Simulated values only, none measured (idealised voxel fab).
The process module presented herein is designated voxel self aligned vias.
Cross-section cut: width 230 nm, square cells of 5 nm.
Cross-section, as written here: a square-cell grid given band by band from the top down, where a band holds one or more rows of cells. Basically the band line says how high the top is and how high the bottom is, in nm, and then what's in it from left to right, every material with its width in nm. Empty space shows up as "blank", and if a single material carries "all across" it runs the full band edge to edge. Basically, 0 is our baseline, since under it the wafer straight out of the box is all one material. The bottom band has no lower end and keeps on going down, so it looks like "0 nm and below". Top row gets the first number, bottom row gets the second, and each row in between changes by the same step: that is how a band width like "30->40" works. "remains unaltered", as given for a step, is the statement that not any cell of the cross-section underwent a change during that step. "Closed void list": sealed empty spaces, 8 cells or more, no open way to top, listed width x height at distance, with distance from the left edge and width, height and distance in nm. That trailing text on a step's line, after the settings, is the simulator's own remark on the step. "overlay nm" denotes, for a step that has a mask, the displacement of the mask to the right of its planned place, with negative values corresponding to the left.

[Intended process steps]
1,RECEIVE, material Si
2,CONFORMAL_DEP, material SiO2, thk nm 10
3,CONFORMAL_DEP, material SiCN, thk nm 5
4,DIRECTIONAL_DEP, material SiO2, thk nm 25
5,PATTERN, tone open, mask id LINES, material resist, width nm 20, pitch nm 55, thk nm 20, overlay nm 0
6,DIRECTIONAL_ETCH, etch materials SiO2, depth nm 25
7,STRIP, etch materials resist
8,CONFORMAL_DEP, material TiN, thk nm 5
9,FILL_DEP, material W, thk nm 5
10,CMP, height nm 40
11,SELECTIVE_ETCH, etch materials W Ru TiN, depth nm 10
12,FILL_DEP, material SiN, thk nm 10
13,CMP, height nm 40
14,DIRECTIONAL_DEP, material SiO2, thk nm 20
15,DIRECTIONAL_DEP, material aC, thk nm 15
16,PATTERN, tone open, mask id VIAS, material resist, width nm 40, pitch nm 55, thk nm 30, overlay nm 0
17,DIRECTIONAL_ETCH, etch materials aC, depth nm 15
18,STRIP, etch materials resist
19,DIRECTIONAL_ETCH, etch materials SiO2, depth nm 20
20,DIRECTIONAL_ETCH, etch materials SiN, depth nm 10
21,STRIP, etch materials aC
22,CONFORMAL_DEP, material TiN, thk nm 5
23,FILL_DEP, material Ru, thk nm 5
24,CMP, height nm 60
25,CONFORMAL_DEP, material SiCN, thk nm 5

[Cross-section of the wafer as it came to us, i.e., already through step 1]
    0 nm and below: Si all across
    Closed void list: none

[a wafer at the end: this start, this plan, one mistake]
    70 nm to 65 nm: SiCN all across
    65 nm to 60 nm: TiN 70 nm; Ru 30 nm; TiN 25 nm; Ru 30 nm; TiN 75 nm
    60 nm to 45 nm: SiO2 65 nm; TiN 5 nm; Ru 30 nm; TiN 5 nm; SiO2 15 nm; TiN 5 nm; Ru 30 nm; TiN 5 nm; SiO2 70 nm
    45 nm to 35 nm: SiO2 65->75 nm; TiN 15->5 nm; Ru 10 nm; TiN 15->5 nm; SiO2 15->35 nm; TiN 15->5 nm; Ru 10 nm; TiN 15->5 nm; SiO2 70->80 nm
    35 nm to 30 nm: SiO2 75 nm; TiN 20 nm; SiO2 35 nm; TiN 20 nm; SiO2 80 nm
    30 nm to 20 nm: SiO2 75 nm; TiN 5 nm; W 10 nm; TiN 5 nm; SiO2 35 nm; TiN 5 nm; W 10 nm; TiN 5 nm; SiO2 80 nm
    20 nm to 15 nm: SiO2 75 nm; TiN 20 nm; SiO2 35 nm; TiN 20 nm; SiO2 80 nm
    15 nm to 10 nm: SiCN all across
    10 nm to 0 nm: SiO2 all across
    0 nm and below: Si all across
    Closed void list: none
Want to know what went wrong? note that step 24 departed from the planned setting and was carried out as CMP, height nm 65
